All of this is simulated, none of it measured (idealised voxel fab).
Process module in this document: voxel ribs on slabs
Shown is cross-section cut, with a width of 265 nm and square cells of size 5 nm.
We lay out every cross-section as a grid of square cells and spell it out in bands from the top down, where one band means one or more rows of cells. Band: top and bottom heights (nm) first, top before bottom; then materials from left to right, widths in nm. "throughout" marks a sole material filling the band edge to edge. "blank" denotes empty space. Height is counted from the level 0, under which the received wafer is composed throughout of one material. The lowest of the bands is not closed at the bottom but continues downward, in the notation "top 0, no bottom". The expression "30->40" gives the width at the extremes of the band, the first number at its top row of cells and the second at its bottom row, with the width changing by equal amounts from each row to the next in between. The designation "no alteration", where it is given for a processing step, indicates that no cell of the cross-section was altered in the course of that step. Heads up: "Enclosed cavities" only lists the empty pockets with no open path to the top that are 8 cells or more, and it writes them as width x height at distance, distance from the left edge, in nm. Whatever follows a step's settings on its line is a remark the simulator itself makes about that step. overlay nm: mask offset rightward from planned place, masked step; negative means leftward offset.
### Planned process steps
1. RECEIVE [material Si]
2. DIRECTIONAL_DEP [material SiO2] [thk nm 20]
3. DIRECTIONAL_DEP [material SiN] [thk nm 25]
4. PATTERN [tone cover] [mask id RIB] [material resist] [width nm 15] [thk nm 15] [overlay nm 0]
5. DIRECTIONAL_ETCH [etch materials SiN] [depth nm 15]
6. STRIP [etch materials resist]
7. MASKED_ETCH [tone cover] [mask id SLAB] [width nm 65] [etch materials SiN] [depth nm 10] [overlay nm 0]
8. FILL_DEP [material SiO2] [thk nm 30]
9. CMP [height nm 65]
10. DIRECTIONAL_DEP [material W] [thk nm 5]
11. DIRECTIONAL_DEP [material aC] [thk nm 10]
12. PATTERN [tone cover] [mask id HEATER] [material resist] [width nm 25] [thk nm 25] [overlay nm 0]
13. DIRECTIONAL_ETCH [etch materials aC] [depth nm 10]
14. STRIP [etch materials resist]
15. DIRECTIONAL_ETCH [etch materials W] [depth nm 5]
16. STRIP [etch materials aC]
17. CONFORMAL_DEP [material SiN] [thk nm 10]
### Wafer cross-section on receipt, i.e. after step 1
top 0, no bottom  Si throughout
Enclosed cavities: none
### Wafer at module end, in section. Began as above, planned as above, run with one mistake
top 80, bottom 75  blank 110 nm, SiN 45 nm, blank 110 nm
top 75, bottom 70  SiN throughout
top 70, bottom 65  SiN 120 nm, W 25 nm, SiN 120 nm
top 65, bottom 45  SiO2 throughout
top 45, bottom 35  SiO2 100 nm, SiN 25 nm, SiO2 15 nm, SiN 25 nm, SiO2 100 nm
top 35, bottom 30  SiN 125 nm, SiO2 15 nm, SiN 125 nm
top 30, bottom 20  SiN throughout
top 20, bottom 0  SiO2 throughout
top 0, no bottom  Si throughout
Enclosed cavities: none
Here's what went sideways: contrary to plan, step 4 was performed as PATTERN [tone open] [mask id RIB] [material resist] [width nm 15] [thk nm 15] [overlay nm 0]
